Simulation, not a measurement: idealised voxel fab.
process module | voxel fin reveal
cross-section cut | 215 nm wide | cells 5 nm
A cross-section is a grid of square cells, given in bands from the top down. A band is one or more rows of cells.
Each band's line starts with the height of the band's top and of its bottom, in nm. Then come its materials from left to right, each with its width in nm. One material with "throughout" fills the band from edge to edge. "air" is empty space.
Height 0 is the level under which the wafer as received is all one material. The lowest band goes on downwards, as in "0 down".
A width such as "30 to 40" changes by the same amount from each row of cells to the next, from the band's top row to its bottom row.
"no change" after a step means that no cell of the cross-section changed.
closed voids: empty space of 8 cells or more with no open way to the top, each as width x height at its distance from the left edge, in nm
after a step's settings: what the simulator itself notes on the step
overlay nm, on a step with a mask: how far to the right of its planned place the mask lay; to the left if negative
plan
1 op RECEIVE | material Si
2 op CONFORMAL_DEP | material SiN | thk nm 5
3 op PATTERN | tone cover | mask id FINS | material resist | width nm 15 | pitch nm 40 | thk nm 15 | overlay nm 0
4 op DIRECTIONAL_ETCH | etch materials SiN | depth nm 5
5 op DIRECTIONAL_ETCH | etch materials Si | depth nm 40
6 op STRIP | etch materials resist
7 op FILL_DEP | material SiO2 | thk nm 15
8 op CMP | height nm 5
9 op SELECTIVE_ETCH | etch materials SiO2 | depth nm 15
10 op STRIP | etch materials SiN
varied across the wafers: width nm of step 3. The plan shows the first wafer's value. All wafers start alike
first wafer as received, after step 1
  0 down: Si throughout
  closed voids: none
each wafer at the end: cells of each material gained (+) or lost (-) since it was received, then its closed voids
width nm 15 | -272 Si | +204 SiO2 | closed voids: none
width nm 20 | -248 Si | +186 SiO2 | closed voids: none
width nm 25 | -224 Si | +168 SiO2 | closed voids: none
